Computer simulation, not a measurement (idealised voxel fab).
The process module that follows is named voxel double patterning.
The width of the displayed cross-section, cut, is 195 nm; its cells are square, with a size of 5 nm.
In this document a cross-section is written as a grid of square cells. It is given as a series of bands, listed from the top down, and a band is one or more rows of cells.
It is stipulated that each band's entry specify, in nanometres, the height of the top of the band and then that of its bottom, followed by the materials of the band in left-to-right sequence, each together with its width in nanometres. A single material marked by the word "everywhere" is understood to fill the band from edge to edge; the word "empty" is understood to denote empty space.
Height datum 0, below which the as-received substrate wafer is one material. Lowest band open at the bottom, running downward: "from 0 down".
Width: "30..40" (first number = top row, second number = bottom row, same change from row to row of cells).
Step marked "stayed the same"? Then no cell in the cross-section changed in it.
Under "Encapsulated voids" you'll find the enclosed gaps, the ones with no way out to the top, that are 8 cells or bigger; each reads width x height at distance, with distance counted from the left edge, everything in nm.
On a step's line, text after the settings is the simulator commenting on that step.
The setting "overlay nm" may be written on the line of a step. When the step uses a mask, the value reports how far to the right of the planned place the mask lay, and a negative value reports that it lay to the left.
So here's the lineup of process steps we planned
- 1: RECEIVE,material Si
- 2: CONFORMAL_DEP,material SiO2,thk nm 5
- 3: DIRECTIONAL_DEP,material polySi,thk nm 20
- 4: DIRECTIONAL_DEP,material SiN,thk nm 5
- 5: DIRECTIONAL_DEP,material aC,thk nm 10
- 6: PATTERN,tone open,mask id FIRST,material resist,width nm 15,pitch nm 50,thk nm 30,overlay nm 0
- 7: DIRECTIONAL_ETCH,etch materials aC,depth nm 10
- 8: STRIP,etch materials resist
- 9: DIRECTIONAL_ETCH,etch materials SiN,depth nm 5
- 10: STRIP,etch materials aC
- 11: PATTERN,tone open,mask id SECOND,material resist,width nm 15,thk nm 20,overlay nm 0
- 12: DIRECTIONAL_ETCH,etch materials SiN,depth nm 5
- 13: STRIP,etch materials resist
- 14: DIRECTIONAL_ETCH,etch materials polySi,depth nm 20
- 15: STRIP,etch materials SiN
Incoming wafer in cross-section (state: after step 1)
	from 0 down = Si everywhere
	Encapsulated voids: none
Wafer cross-section at end of module: start and plan as shown above, one execution error
	from 25 to 5 = polySi=65 | empty=15 | polySi=5 | empty=25 | polySi=5 | empty=15 | polySi=65
	from 5 to 0 = SiO2 everywhere
	from 0 down = Si everywhere
	Encapsulated voids: none
Plan not followed: step 11 was run on a setting that differed from the plan, and what really ran there is PATTERN,tone open,mask id SECOND,material resist,width nm 25,thk nm 20,overlay nm 0
